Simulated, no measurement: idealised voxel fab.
A process module follows: voxel wiring stack.
Section cut is 195 nm wide and gridded with 5 nm square cells.
Each cross-section below is a grid of square cells, stated as bands in top-down order, with one or more rows of cells making up each band.
Read a band's entry like this: the first values are the height of its top and the height of its bottom in nm, and what follows is the sequence of materials from left to right, each with its width in nm. Note that "air" is empty space, and that a single material marked "edge to edge" reaches across the band from edge to edge.
Height is counted from the level 0, under which the received wafer is composed throughout of one material. The lowest of the bands is not closed at the bottom but continues downward, in the notation "0 nm and below".
When a width is written as two numbers, as in "30->40", the first number is the width in the top row of cells of the band and the second is the width in its bottom row, and the width changes by the same amount from each row to the next.
Any step labelled "no change occurred" changed none of the cells in the cross-section.
You'll see "Unvented internal voids" listing empty spaces that have no way open to the top, as long as they're 8 cells or more; the notation is width x height at distance, where the distance is from the left edge, and all of it is in nm.
Read whatever lies past the settings on a step's line as the simulator's own remark about the step.
"overlay nm" answers the question of how far to the right of plan the mask lay on a step that has a mask, and when it is negative the answer is to the left.

### The process steps that were planned are listed below
1,RECEIVE [material Si]
2,CONFORMAL_DEP [material SiO2] [thk nm 15]
3,DIRECTIONAL_DEP [material TiN] [thk nm 5]
4,DIRECTIONAL_DEP [material Ru] [thk nm 25]
5,PATTERN [tone cover] [mask id METAL_1] [material resist] [width nm 30] [pitch nm 45] [thk nm 20] [overlay nm 0]
6,DIRECTIONAL_ETCH [etch materials Ru] [depth nm 25]
7,DIRECTIONAL_ETCH [etch materials TiN] [depth nm 5]
8,STRIP [etch materials resist]
9,CONFORMAL_DEP [material SiN] [thk nm 5]
10,FILL_DEP [material lowk] [thk nm 10]
11,CMP [height nm 45]
12,CONFORMAL_DEP [material SiCN] [thk nm 5]
13,DIRECTIONAL_DEP [material lowk] [thk nm 15]
14,PATTERN [tone open] [mask id PLUG_1] [material resist] [width nm 15] [pitch nm 90] [thk nm 15] [overlay nm 0]
15,DIRECTIONAL_ETCH [etch materials lowk] [depth nm 15]
16,DIRECTIONAL_ETCH [etch materials SiCN] [depth nm 5]
17,STRIP [etch materials resist]
18,CONFORMAL_DEP [material TiN] [thk nm 5]
19,FILL_DEP [material Cu] [thk nm 10]
20,CMP [height nm 65]
21,CONFORMAL_DEP [material SiCN] [thk nm 5]
22,DIRECTIONAL_DEP [material SiO2] [thk nm 15]
23,MASKED_ETCH [tone open] [mask id METAL_2] [width nm 30] [pitch nm 45] [etch materials SiO2] [depth nm 15] [overlay nm 0]
24,MASKED_ETCH [tone open] [mask id METAL_2] [width nm 30] [pitch nm 45] [etch materials SiCN] [depth nm 5] [overlay nm 0]
25,CONFORMAL_DEP [material TiN] [thk nm 5]
26,FILL_DEP [material W] [thk nm 5]
27,CMP [height nm 85]
28,CONFORMAL_DEP [material SiCN] [thk nm 5]
29,DIRECTIONAL_DEP [material lowk] [thk nm 35]
30,PATTERN [tone open] [mask id METAL_3] [material resist] [width nm 30] [pitch nm 45] [thk nm 15] [overlay nm 0]
31,DIRECTIONAL_ETCH [etch materials lowk] [depth nm 20]
32,STRIP [etch materials resist]
33,PATTERN [tone open] [mask id METAL_3_HOLES] [material resist] [width nm 15] [pitch nm 90] [thk nm 20] [overlay nm 0]
34,DIRECTIONAL_ETCH [etch materials lowk] [depth nm 15]
35,DIRECTIONAL_ETCH [etch materials SiCN] [depth nm 5]
36,STRIP [etch materials resist]
37,CONFORMAL_DEP [material TiN] [thk nm 5]
38,FILL_DEP [material Cu] [thk nm 10]
39,CMP [height nm 125]
40,CONFORMAL_DEP [material SiCN] [thk nm 5]

### The following pertains to the first of two wafers, which was processed as planned

### Wafer at receipt (post step 1), cross-section
> 0 nm and below = Si edge to edge
> Unvented internal voids: none

### Upon completion of step 2, the wafer appears in cross-section as shown
> 15 nm to 0 nm = SiO2 edge to edge
> For the remainder of the cross-section, below 0, there is no change.

### Upon completion of step 3, the wafer appears in cross-section as shown
> 20 nm to 15 nm = TiN edge to edge
> For the remainder of the cross-section, below 15, there is no change.

### Upon completion of step 4, the wafer appears in cross-section as shown
> 45 nm to 20 nm = Ru edge to edge
> For the remainder of the cross-section, below 20, there is no change.

### Upon completion of step 5, the wafer appears in cross-section as shown
> 65 nm to 45 nm = air (35); resist (30); air (15); resist (30); air (15); resist (30); air (40)
> For the remainder of the cross-section, below 45, there is no change.

### Upon completion of step 6, the wafer appears in cross-section as shown
> 65 nm to 45 nm = air (35); resist (30); air (15); resist (30); air (15); resist (30); air (40)
> 45 nm to 20 nm = air (35); Ru (30); air (15); Ru (30); air (15); Ru (30); air (40)
> For the remainder of the cross-section, below 20, there is no change.

### Upon completion of step 7, the wafer appears in cross-section as shown
> 65 nm to 45 nm = air (35); resist (30); air (15); resist (30); air (15); resist (30); air (40)
> 45 nm to 20 nm = air (35); Ru (30); air (15); Ru (30); air (15); Ru (30); air (40)
> 20 nm to 15 nm = air (35); TiN (30); air (15); TiN (30); air (15); TiN (30); air (40)
> For the remainder of the cross-section, below 15, there is no change.

### Upon completion of step 8, the wafer appears in cross-section as shown
> 45 nm to 20 nm = air (35); Ru (30); air (15); Ru (30); air (15); Ru (30); air (40)
> For the remainder of the cross-section, below 20, there is no change.

### Upon completion of step 9, the wafer appears in cross-section as shown
> 50 nm to 45 nm = air (30); SiN (40); air (5); SiN (40); air (5); SiN (40); air (35)
> 45 nm to 20 nm = air (30); SiN (5); Ru (30); SiN (5); air (5); SiN (5); Ru (30); SiN (5); air (5); SiN (5); Ru (30); SiN (5); air (35)
> 20 nm to 15 nm = SiN (35); TiN (30); SiN (15); TiN (30); SiN (15); TiN (30); SiN (40)
> For the remainder of the cross-section, below 15, there is no change.

### Upon completion of step 10, the wafer appears in cross-section as shown
> 60 nm to 50 nm = lowk edge to edge
> 50 nm to 45 nm = lowk (30); SiN (40); lowk (5); SiN (40); lowk (5); SiN (40); lowk (35)
> 45 nm to 20 nm = lowk (30); SiN (5); Ru (30); SiN (5); lowk (5); SiN (5); Ru (30); SiN (5); lowk (5); SiN (5); Ru (30); SiN (5); lowk (35)
> For the remainder of the cross-section, below 20, there is no change.

### Upon completion of step 11, the wafer appears in cross-section as shown
> 45 nm to 20 nm = lowk (30); SiN (5); Ru (30); SiN (5); lowk (5); SiN (5); Ru (30); SiN (5); lowk (5); SiN (5); Ru (30); SiN (5); lowk (35)
> For the remainder of the cross-section, below 20, there is no change.

### Upon completion of step 12, the wafer appears in cross-section as shown
> 50 nm to 45 nm = SiCN edge to edge
> For the remainder of the cross-section, below 45, there is no change.

### Upon completion of step 13, the wafer appears in cross-section as shown
> 65 nm to 50 nm = lowk edge to edge
> For the remainder of the cross-section, below 50, there is no change.

### Upon completion of step 14, the wafer appears in cross-section as shown
> 80 nm to 65 nm = resist (35); air (15); resist (75); air (15); resist (55)
> For the remainder of the cross-section, below 65, there is no change.

### Upon completion of step 15, the wafer appears in cross-section as shown
> 80 nm to 65 nm = resist (35); air (15); resist (75); air (15); resist (55)
> 65 nm to 50 nm = lowk (35); air (15); lowk (75); air (15); lowk (55)
> For the remainder of the cross-section, below 50, there is no change.

### Upon completion of step 16, the wafer appears in cross-section as shown
> 80 nm to 65 nm = resist (35); air (15); resist (75); air (15); resist (55)
> 65 nm to 50 nm = lowk (35); air (15); lowk (75); air (15); lowk (55)
> 50 nm to 45 nm = SiCN (35); air (15); SiCN (75); air (15); SiCN (55)
> For the remainder of the cross-section, below 45, there is no change.

### Upon completion of step 17, the wafer appears in cross-section as shown
> 65 nm to 50 nm = lowk (35); air (15); lowk (75); air (15); lowk (55)
> For the remainder of the cross-section, below 50, there is no change.

### Upon completion of step 18, the wafer appears in cross-section as shown
> 70 nm to 65 nm = TiN (40); air (5); TiN (85); air (5); TiN (60)
> 65 nm to 50 nm = lowk (35); TiN (5); air (5); TiN (5); lowk (75); TiN (5); air (5); TiN (5); lowk (55)
> 50 nm to 45 nm = SiCN (35); TiN (15); SiCN (75); TiN (15); SiCN (55)
> For the remainder of the cross-section, below 45, there is no change.

### Upon completion of step 19, the wafer appears in cross-section as shown
> 80 nm to 70 nm = Cu edge to edge
> 70 nm to 65 nm = TiN (40); Cu (5); TiN (85); Cu (5); TiN (60)
> 65 nm to 50 nm = lowk (35); TiN (5); Cu (5); TiN (5); lowk (75); TiN (5); Cu (5); TiN (5); lowk (55)
> For the remainder of the cross-section, below 50, there is no change.

### Upon completion of step 20, the wafer appears in cross-section as shown
> 65 nm to 50 nm = lowk (35); TiN (5); Cu (5); TiN (5); lowk (75); TiN (5); Cu (5); TiN (5); lowk (55)
> For the remainder of the cross-section, below 50, there is no change.

### Upon completion of step 21, the wafer appears in cross-section as shown
> 70 nm to 65 nm = SiCN edge to edge
> For the remainder of the cross-section, below 65, there is no change.

### Upon completion of step 22, the wafer appears in cross-section as shown
> 85 nm to 70 nm = SiO2 edge to edge
> For the remainder of the cross-section, below 70, there is no change.

### Upon completion of step 23, the wafer appears in cross-section as shown
> 85 nm to 70 nm = SiO2 (35); air (30); SiO2 (15); air (30); SiO2 (15); air (30); SiO2 (40)
> For the remainder of the cross-section, below 70, there is no change.

### Upon completion of step 24, the wafer appears in cross-section as shown
> 85 nm to 70 nm = SiO2 (35); air (30); SiO2 (15); air (30); SiO2 (15); air (30); SiO2 (40)
> 70 nm to 65 nm = SiCN (35); air (30); SiCN (15); air (30); SiCN (15); air (30); SiCN (40)
> For the remainder of the cross-section, below 65, there is no change.

### Upon completion of step 25, the wafer appears in cross-section as shown
> 90 nm to 85 nm = TiN (40); air (20); TiN (25); air (20); TiN (25); air (20); TiN (45)
> 85 nm to 70 nm = SiO2 (35); TiN (5); air (20); TiN (5); SiO2 (15); TiN (5); air (20); TiN (5); SiO2 (15); TiN (5); air (20); TiN (5); SiO2 (40)
> 70 nm to 65 nm = SiCN (35); TiN (30); SiCN (15); TiN (30); SiCN (15); TiN (30); SiCN (40)
> For the remainder of the cross-section, below 65, there is no change.

### Upon completion of step 26, the wafer appears in cross-section as shown
> 95 nm to 90 nm = W edge to edge
> 90 nm to 85 nm = TiN (40); W (20); TiN (25); W (20); TiN (25); W (20); TiN (45)
> 85 nm to 70 nm = SiO2 (35); TiN (5); W (20); TiN (5); SiO2 (15); TiN (5); W (20); TiN (5); SiO2 (15); TiN (5); W (20); TiN (5); SiO2 (40)
> For the remainder of the cross-section, below 70, there is no change.

### Upon completion of step 27, the wafer appears in cross-section as shown
> 85 nm to 70 nm = SiO2 (35); TiN (5); W (20); TiN (5); SiO2 (15); TiN (5); W (20); TiN (5); SiO2 (15); TiN (5); W (20); TiN (5); SiO2 (40)
> For the remainder of the cross-section, below 70, there is no change.

### Upon completion of step 28, the wafer appears in cross-section as shown
> 90 nm to 85 nm = SiCN edge to edge
> For the remainder of the cross-section, below 85, there is no change.

### Upon completion of step 29, the wafer appears in cross-section as shown
> 125 nm to 90 nm = lowk edge to edge
> For the remainder of the cross-section, below 90, there is no change.

### Upon completion of step 30, the wafer appears in cross-section as shown
> 140 nm to 125 nm = resist (35); air (30); resist (15); air (30); resist (15); air (30); resist (40)
> For the remainder of the cross-section, below 125, there is no change.

### Upon completion of step 31, the wafer appears in cross-section as shown
> 140 nm to 125 nm = resist (35); air (30); resist (15); air (30); resist (15); air (30); resist (40)
> 125 nm to 105 nm = lowk (35); air (30); lowk (15); air (30); lowk (15); air (30); lowk (40)
> For the remainder of the cross-section, below 105, there is no change.

### Upon completion of step 32, the wafer appears in cross-section as shown
> 125 nm to 105 nm = lowk (35); air (30); lowk (15); air (30); lowk (15); air (30); lowk (40)
> For the remainder of the cross-section, below 105, there is no change.

### Upon completion of step 33, the wafer appears in cross-section as shown
> 145 nm to 125 nm = resist (35); air (15); resist (75); air (15); resist (55)
> 125 nm to 105 nm = lowk (35); air (15); resist (15); lowk (15); resist (30); lowk (15); air (15); resist (15); lowk (40)
> For the remainder of the cross-section, below 105, there is no change.

### Upon completion of step 34, the wafer appears in cross-section as shown
> 145 nm to 125 nm = resist (35); air (15); resist (75); air (15); resist (55)
> 125 nm to 105 nm = lowk (35); air (15); resist (15); lowk (15); resist (30); lowk (15); air (15); resist (15); lowk (40)
> 105 nm to 90 nm = lowk (35); air (15); lowk (75); air (15); lowk (55)
> For the remainder of the cross-section, below 90, there is no change.

### Upon completion of step 35, the wafer appears in cross-section as shown
> 145 nm to 125 nm = resist (35); air (15); resist (75); air (15); resist (55)
> 125 nm to 105 nm = lowk (35); air (15); resist (15); lowk (15); resist (30); lowk (15); air (15); resist (15); lowk (40)
> 105 nm to 90 nm = lowk (35); air (15); lowk (75); air (15); lowk (55)
> 90 nm to 85 nm = SiCN (35); air (15); SiCN (75); air (15); SiCN (55)
> For the remainder of the cross-section, below 85, there is no change.

### Upon completion of step 36, the wafer appears in cross-section as shown
> 125 nm to 105 nm = lowk (35); air (30); lowk (15); air (30); lowk (15); air (30); lowk (40)
> For the remainder of the cross-section, below 105, there is no change.

### Upon completion of step 37, the wafer appears in cross-section as shown
> 130 nm to 125 nm = TiN (40); air (20); TiN (25); air (20); TiN (25); air (20); TiN (45)
> 125 nm to 110 nm = lowk (35); TiN (5); air (20); TiN (5); lowk (15); TiN (5); air (20); TiN (5); lowk (15); TiN (5); air (20); TiN (5); lowk (40)
> 110 nm to 105 nm = lowk (35); TiN (5); air (5); TiN (20); lowk (15); TiN (30); lowk (15); TiN (5); air (5); TiN (20); lowk (40)
> 105 nm to 90 nm = lowk (35); TiN (5); air (5); TiN (5); lowk (75); TiN (5); air (5); TiN (5); lowk (55)
> 90 nm to 85 nm = SiCN (35); TiN (15); SiCN (75); TiN (15); SiCN (55)
> For the remainder of the cross-section, below 85, there is no change.

### Upon completion of step 38, the wafer appears in cross-section as shown
> 140 nm to 130 nm = Cu edge to edge
> 130 nm to 125 nm = TiN (40); Cu (20); TiN (25); Cu (20); TiN (25); Cu (20); TiN (45)
> 125 nm to 110 nm = lowk (35); TiN (5); Cu (20); TiN (5); lowk (15); TiN (5); Cu (20); TiN (5); lowk (15); TiN (5); Cu (20); TiN (5); lowk (40)
> 110 nm to 105 nm = lowk (35); TiN (5); Cu (5); TiN (20); lowk (15); TiN (30); lowk (15); TiN (5); Cu (5); TiN (20); lowk (40)
> 105 nm to 90 nm = lowk (35); TiN (5); Cu (5); TiN (5); lowk (75); TiN (5); Cu (5); TiN (5); lowk (55)
> For the remainder of the cross-section, below 90, there is no change.

### Upon completion of step 39, the wafer appears in cross-section as shown
> 125 nm to 110 nm = lowk (35); TiN (5); Cu (20); TiN (5); lowk (15); TiN (5); Cu (20); TiN (5); lowk (15); TiN (5); Cu (20); TiN (5); lowk (40)
> For the remainder of the cross-section, below 110, there is no change.

### Upon completion of step 40, the wafer appears in cross-section as shown
> 130 nm to 125 nm = SiCN edge to edge
> For the remainder of the cross-section, below 125, there is no change.

### Okay, second wafer. Nothing different at the start, nothing different in the plan, just one mistake somewhere in the running. As far as step 19, counting that step, it's the first wafer all over again

### Cross-section, second wafer, at the end time the plan gives for step 20
> 55 nm to 50 nm = lowk (35); TiN (5); Cu (5); TiN (5); lowk (75); TiN (5); Cu (5); TiN (5); lowk (55)
> For the remainder of the cross-section, below 50, there is no change.

### Cross-section, second wafer, at the end time the plan gives for step 21
> 60 nm to 55 nm = SiCN edge to edge
> For the remainder of the cross-section, below 55, there is no change.

### Cross-section, second wafer, at the end time the plan gives for step 22
> 75 nm to 60 nm = SiO2 edge to edge
> For the remainder of the cross-section, below 60, there is no change.

### Cross-section, second wafer, at the end time the plan gives for step 23
> 75 nm to 60 nm = SiO2 (35); air (30); SiO2 (15); air (30); SiO2 (15); air (30); SiO2 (40)
> For the remainder of the cross-section, below 60, there is no change.

### Cross-section, second wafer, at the end time the plan gives for step 24
> 75 nm to 60 nm = SiO2 (35); air (30); SiO2 (15); air (30); SiO2 (15); air (30); SiO2 (40)
> 60 nm to 55 nm = SiCN (35); air (30); SiCN (15); air (30); SiCN (15); air (30); SiCN (40)
> For the remainder of the cross-section, below 55, there is no change.

### Cross-section, second wafer, at the end time the plan gives for step 25
> 80 nm to 75 nm = TiN (40); air (20); TiN (25); air (20); TiN (25); air (20); TiN (45)
> 75 nm to 60 nm = SiO2 (35); TiN (5); air (20); TiN (5); SiO2 (15); TiN (5); air (20); TiN (5); SiO2 (15); TiN (5); air (20); TiN (5); SiO2 (40)
> 60 nm to 55 nm = SiCN (35); TiN (30); SiCN (15); TiN (30); SiCN (15); TiN (30); SiCN (40)
> For the remainder of the cross-section, below 55, there is no change.

### Cross-section, second wafer, at the end time the plan gives for step 26
> 85 nm to 80 nm = W edge to edge
> 80 nm to 75 nm = TiN (40); W (20); TiN (25); W (20); TiN (25); W (20); TiN (45)
> 75 nm to 60 nm = SiO2 (35); TiN (5); W (20); TiN (5); SiO2 (15); TiN (5); W (20); TiN (5); SiO2 (15); TiN (5); W (20); TiN (5); SiO2 (40)
> For the remainder of the cross-section, below 60, there is no change.

Cross-section, second wafer, at the end time the plan gives for step 27: no change occurred

### Cross-section, second wafer, at the end time the plan gives for step 28
> 90 nm to 85 nm = SiCN edge to edge
> For the remainder of the cross-section, below 85, there is no change.

### Cross-section, second wafer, at the end time the plan gives for step 29
> 125 nm to 90 nm = lowk edge to edge
> For the remainder of the cross-section, below 90, there is no change.

### Cross-section, second wafer, at the end time the plan gives for step 30
> 140 nm to 125 nm = resist (35); air (30); resist (15); air (30); resist (15); air (30); resist (40)
> For the remainder of the cross-section, below 125, there is no change.

### Cross-section, second wafer, at the end time the plan gives for step 31
> 140 nm to 125 nm = resist (35); air (30); resist (15); air (30); resist (15); air (30); resist (40)
> 125 nm to 105 nm = lowk (35); air (30); lowk (15); air (30); lowk (15); air (30); lowk (40)
> For the remainder of the cross-section, below 105, there is no change.

### Cross-section, second wafer, at the end time the plan gives for step 32
> 125 nm to 105 nm = lowk (35); air (30); lowk (15); air (30); lowk (15); air (30); lowk (40)
> For the remainder of the cross-section, below 105, there is no change.

### Cross-section, second wafer, at the end time the plan gives for step 33
> 145 nm to 125 nm = resist (35); air (15); resist (75); air (15); resist (55)
> 125 nm to 105 nm = lowk (35); air (15); resist (15); lowk (15); resist (30); lowk (15); air (15); resist (15); lowk (40)
> For the remainder of the cross-section, below 105, there is no change.

### Cross-section, second wafer, at the end time the plan gives for step 34
> 145 nm to 125 nm = resist (35); air (15); resist (75); air (15); resist (55)
> 125 nm to 105 nm = lowk (35); air (15); resist (15); lowk (15); resist (30); lowk (15); air (15); resist (15); lowk (40)
> 105 nm to 90 nm = lowk (35); air (15); lowk (75); air (15); lowk (55)
> For the remainder of the cross-section, below 90, there is no change.

### Cross-section, second wafer, at the end time the plan gives for step 35
> 145 nm to 125 nm = resist (35); air (15); resist (75); air (15); resist (55)
> 125 nm to 105 nm = lowk (35); air (15); resist (15); lowk (15); resist (30); lowk (15); air (15); resist (15); lowk (40)
> 105 nm to 90 nm = lowk (35); air (15); lowk (75); air (15); lowk (55)
> 90 nm to 85 nm = SiCN (35); air (15); SiCN (75); air (15); SiCN (55)
> For the remainder of the cross-section, below 85, there is no change.

### Cross-section, second wafer, at the end time the plan gives for step 36
> 125 nm to 105 nm = lowk (35); air (30); lowk (15); air (30); lowk (15); air (30); lowk (40)
> For the remainder of the cross-section, below 105, there is no change.

### Cross-section, second wafer, at the end time the plan gives for step 37
> 130 nm to 125 nm = TiN (40); air (20); TiN (25); air (20); TiN (25); air (20); TiN (45)
> 125 nm to 110 nm = lowk (35); TiN (5); air (20); TiN (5); lowk (15); TiN (5); air (20); TiN (5); lowk (15); TiN (5); air (20); TiN (5); lowk (40)
> 110 nm to 105 nm = lowk (35); TiN (5); air (5); TiN (20); lowk (15); TiN (30); lowk (15); TiN (5); air (5); TiN (20); lowk (40)
> 105 nm to 90 nm = lowk (35); TiN (5); air (5); TiN (5); lowk (75); TiN (5); air (5); TiN (5); lowk (55)
> 90 nm to 85 nm = SiCN (35); TiN (15); SiCN (75); TiN (15); SiCN (55)
> For the remainder of the cross-section, below 85, there is no change.

### Cross-section, second wafer, at the end time the plan gives for step 38
> 140 nm to 130 nm = Cu edge to edge
> 130 nm to 125 nm = TiN (40); Cu (20); TiN (25); Cu (20); TiN (25); Cu (20); TiN (45)
> 125 nm to 110 nm = lowk (35); TiN (5); Cu (20); TiN (5); lowk (15); TiN (5); Cu (20); TiN (5); lowk (15); TiN (5); Cu (20); TiN (5); lowk (40)
> 110 nm to 105 nm = lowk (35); TiN (5); Cu (5); TiN (20); lowk (15); TiN (30); lowk (15); TiN (5); Cu (5); TiN (20); lowk (40)
> 105 nm to 90 nm = lowk (35); TiN (5); Cu (5); TiN (5); lowk (75); TiN (5); Cu (5); TiN (5); lowk (55)
> For the remainder of the cross-section, below 90, there is no change.

### Cross-section, second wafer, at the end time the plan gives for step 39
> 125 nm to 110 nm = lowk (35); TiN (5); Cu (20); TiN (5); lowk (15); TiN (5); Cu (20); TiN (5); lowk (15); TiN (5); Cu (20); TiN (5); lowk (40)
> For the remainder of the cross-section, below 110, there is no change.

### Cross-section, second wafer, at the end time the plan gives for step 40
> 130 nm to 125 nm = SiCN edge to edge
> For the remainder of the cross-section, below 125, there is no change.
what went wrong: heads up, step 20 didn't go per plan, it actually ran as CMP [height nm 55]
The second wafer ends with more or fewer cells of some materials than the first, per final count: 4 fewer of Cu, 19 more of TiN, 51 more of W, 66 fewer of lowk
